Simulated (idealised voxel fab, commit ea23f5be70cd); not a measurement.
process module | voxel transistor to metal
cross-section cut | 185 nm wide | cells 5 nm
A cross-section is a grid of square cells, given in bands from the top down. A band is one or more rows of cells.
Each band's line starts with the height of the band's top and of its bottom, in nm. Then come its materials from left to right, each with its width in nm. One material with "throughout" fills the band from edge to edge. "air" is empty space.
Height 0 is the level under which the wafer as received is all one material. The lowest band goes on downwards, as in "0 down".
A width such as "30 to 40" changes by the same amount from each row of cells to the next, from the band's top row to its bottom row.
"no change" after a step means that no cell of the cross-section changed.
closed voids: empty space of 8 cells or more with no open way to the top, each as width x height at its distance from the left edge, in nm
after a step's settings: what the simulator itself notes on the step
overlay nm, on a step with a mask: how far to the right of its planned place the mask lay; to the left if negative
plan
1 op RECEIVE | material Si
2 op OXIDIZE | depth nm 5
3 op CONFORMAL_DEP | material SiN | thk nm 15
4 op PATTERN | tone cover | mask id ACTIVE | material resist | width nm 115 | thk nm 15 | overlay nm 0
5 op DIRECTIONAL_ETCH | etch materials SiN | depth nm 15
6 op DIRECTIONAL_ETCH | etch materials SiO2 | depth nm 5
7 op DIRECTIONAL_ETCH | etch materials Si | depth nm 30
8 op STRIP | etch materials resist
9 op OXIDIZE | depth nm 5
10 op FILL_DEP | material SiO2 | thk nm 10
11 op CMP | height nm 15
12 op SELECTIVE_ETCH | etch materials SiO2 | depth nm 10
13 op STRIP | etch materials SiN
14 op SELECTIVE_ETCH | etch materials SiO2 | depth nm 5
15 op OXIDIZE | depth nm 5
16 op DIRECTIONAL_DEP | material polySi | thk nm 30
17 op DIRECTIONAL_DEP | material SiCN | thk nm 15
18 op PATTERN | tone cover | mask id GATE | material resist | width nm 35 | thk nm 20 | overlay nm 0
19 op DIRECTIONAL_ETCH | etch materials SiCN | depth nm 25
20 op DIRECTIONAL_ETCH | etch materials polySi | depth nm 40
21 op STRIP | etch materials resist
22 op CONFORMAL_DEP | material SiN | thk nm 5
23 op DIRECTIONAL_ETCH | etch materials SiN | depth nm 5
24 op DIRECTIONAL_ETCH | etch materials SiO2 | depth nm 5
25 op DIRECTIONAL_ETCH | etch materials Si | depth nm 10
26 op EPI | material pSi | thk nm 15
27 op FILL_DEP | material SiO2 | thk nm 5
28 op CMP | height nm 25
29 op STRIP | etch materials polySi
30 op SELECTIVE_ETCH | etch materials SiO2 | depth nm 5
31 op CONFORMAL_DEP | material HfO2 | thk nm 5
32 op CONFORMAL_DEP | material TiN | thk nm 5
33 op FILL_DEP | material W | thk nm 10
34 op CMP | height nm 20
35 op DIRECTIONAL_DEP | material SiO2 | thk nm 10
36 op PATTERN | tone open | mask id CONTACT | material resist | width nm 15 | pitch nm 90 | thk nm 15 | overlay nm 0
37 op DIRECTIONAL_ETCH | etch materials SiO2 | depth nm 35
38 op STRIP | etch materials resist
39 op CONFORMAL_DEP | material TiN | thk nm 5
40 op FILL_DEP | material W | thk nm 10
41 op CMP | height nm 30
42 op CONFORMAL_DEP | material SiCN | thk nm 5
43 op DIRECTIONAL_DEP | material lowk | thk nm 25
44 op PATTERN | tone open | mask id METAL_1 | material resist | width nm 15 | pitch nm 90 | thk nm 15 | overlay nm 0
45 op DIRECTIONAL_ETCH | etch materials lowk | depth nm 25
46 op DIRECTIONAL_ETCH | etch materials SiCN | depth nm 5
47 op STRIP | etch materials resist
48 op CONFORMAL_DEP | material TiN | thk nm 5
49 op FILL_DEP | material Cu | thk nm 10
50 op CMP | height nm 60
51 op EPI | material Ru | thk nm 5
52 op FILL_DEP | material SiCN | thk nm 5
53 op DIRECTIONAL_DEP | material lowk | thk nm 30
54 op MASKED_ETCH | tone open | mask id METAL_2 | width nm 15 | pitch nm 90 | etch materials lowk | depth nm 20 | overlay nm 0
55 op PATTERN | tone open | mask id METAL_2_HOLES | material resist | width nm 15 | pitch nm 90 | thk nm 20 | overlay nm 0
56 op DIRECTIONAL_ETCH | etch materials lowk | depth nm 10
57 op DIRECTIONAL_ETCH | etch materials SiCN | depth nm 5
58 op STRIP | etch materials resist
59 op CONFORMAL_DEP | material TiN | thk nm 5
60 op FILL_DEP | material Cu | thk nm 5
61 op CMP | height nm 100
62 op CONFORMAL_DEP | material SiCN | thk nm 5
as received, after step 1
  0 down: Si throughout
  closed voids: none
a wafer at the end: this start, this plan, one mistake
  105 to 100: SiCN throughout
  100 to 85: lowk 40 | TiN 5 | Cu 5 | TiN 5 | lowk 75 | TiN 5 | Cu 5 | TiN 5 | lowk 40
  85 to 80: SiCN 40 | TiN 15 | SiCN 75 | TiN 15 | SiCN 40
  80 to 75: Ru throughout
  75 to 65: Cu throughout
  65 to 60: TiN 45 | Cu 5 | TiN 85 | Cu 5 | TiN 45
  60 to 35: lowk 40 | TiN 5 | Cu 5 | TiN 5 | lowk 75 | TiN 5 | Cu 5 | TiN 5 | lowk 40
  35 to 30: SiCN 40 | TiN 15 | SiCN 75 | TiN 15 | SiCN 40
  30 to 20: SiO2 40 | TiN 5 | W 5 | TiN 5 | SiO2 75 | TiN 5 | W 5 | TiN 5 | SiO2 40
  20 to 5: SiO2 40 | TiN 5 | W 5 | TiN 5 | SiO2 15 | SiN 5 | HfO2 5 | TiN 5 | W 15 | TiN 5 | HfO2 5 | SiN 5 | SiO2 15 | TiN 5 | W 5 | TiN 5 | SiO2 40
  5 to 0: SiO2 40 | TiN 5 | W 5 | TiN 5 | pSi 15 | SiN 5 | HfO2 5 | TiN 5 | W 15 | TiN 5 | HfO2 5 | SiN 5 | pSi 15 | TiN 5 | W 5 | TiN 5 | SiO2 40
  0 to -5: SiO2 30 | SiN 5 | SiO2 5 | TiN 15 | pSi 15 | SiN 5 | HfO2 5 | TiN 25 | HfO2 5 | SiN 5 | pSi 15 | TiN 15 | SiO2 5 | SiN 5 | SiO2 30
  -5 to -10: SiO2 35 | pSi 35 | HfO2 45 | pSi 35 | SiO2 35
  -10 to -20: SiO2 40 | pSi 30 | Si 45 | pSi 30 | SiO2 40
  -20 to -40: SiO2 40 | Si 105 | SiO2 40
  -40 down: Si throughout
  closed voids: none
what went wrong: step 50 was left out
